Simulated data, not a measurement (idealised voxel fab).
Process module under the name voxel double patterning
Cross-sectional view cut (width: 250 nm; square cell size: 5 nm).
Think of the cross-section as a grid of square cells. We describe it in bands, top to bottom, and each band covers one or more rows of those cells. Quick guide to a band line: top height, bottom height (nm) up front; then every material left to right with its width in nm. Only one material and it's marked "edge to edge"? Then it fills the band edge to edge. And "empty" just means empty space. Below 0: as-received wafer, all one material; heights counted from there. Lowest band: no bottom, goes on down, written "0 -> down". Width: "30..40" (first number = top row, second number = bottom row, same change from row to row of cells). A step reported as "nothing was modified" is a step in which no cell of the cross-section changed. What "Closed void catalog" gives you is every empty space of 8 cells or more that is cut off from the top. Each appears as width x height at distance, with the distance taken from the left edge and width, height and distance all in nm. Step line, after settings: the simulator's comment on this step. overlay nm: on a step with a mask, how far right of its planned place the mask lay; negative means left.
# The process steps that were planned are listed below
- 1: RECEIVE with material Si
- 2: CONFORMAL_DEP with material SiO2, thk nm 5
- 3: DIRECTIONAL_DEP with material polySi, thk nm 10
- 4: DIRECTIONAL_DEP with material SiCN, thk nm 10
- 5: DIRECTIONAL_DEP with material aC, thk nm 10
- 6: PATTERN with tone open, mask id FIRST, material resist, width nm 15, pitch nm 50, thk nm 25, overlay nm 0
- 7: DIRECTIONAL_ETCH with etch materials aC, depth nm 10
- 8: STRIP with etch materials resist
- 9: DIRECTIONAL_ETCH with etch materials SiCN, depth nm 10
- 10: STRIP with etch materials aC
- 11: PATTERN with tone open, mask id SECOND, material resist, width nm 15, pitch nm 50, thk nm 20, overlay nm -15
- 12: DIRECTIONAL_ETCH with etch materials SiCN, depth nm 10
- 13: STRIP with etch materials resist
- 14: DIRECTIONAL_ETCH with etch materials polySi, depth nm 10
- 15: STRIP with etch materials SiCN
Where the wafers of this document differ is in the overlay nm of step 11; they start out the same, and the plan states the value that applied to the first wafer.
# The first of several wafers as received, shown in cross-section; this is its state after step 1
  0 -> down | Si edge to edge
  Closed void catalog: none
# Depicted here is the first of several wafers in cross-section, at module completion following the last step, step 15
  15 -> 5 | polySi 65 nm / empty 25 nm / polySi 25 nm / empty 25 nm / polySi 25 nm / empty 15 nm / polySi 70 nm
  5 -> 0 | SiO2 edge to edge
  0 -> down | Si edge to edge
  Closed void catalog: none
# Of the several wafers, the last: cross-section at the end of the module
  15 -> 5 | polySi 65 nm / empty 15 nm / polySi 25 nm / empty 25 nm / polySi 25 nm / empty 25 nm / polySi 70 nm
  5 -> 0 | SiO2 edge to edge
  0 -> down | Si edge to edge
  Closed void catalog: none
# Take any row and you have a wafer at the end of the module: how many cells of each material it has gained (+) or lost (-) since it was received, and then its closed voids
overlay nm -15 | +50 SiO2 | +74 polySi | Closed void catalog: none
overlay nm -10 | +50 SiO2 | +70 polySi | Closed void catalog: none
overlay nm -5 | +50 SiO2 | +70 polySi | Closed void catalog: none
overlay nm 0 | +50 SiO2 | +70 polySi | Closed void catalog: none
overlay nm 5 | +50 SiO2 | +70 polySi | Closed void catalog: none
overlay nm 10 | +50 SiO2 | +70 polySi | Closed void catalog: none
overlay nm 15 | +50 SiO2 | +74 polySi | Closed void catalog: none
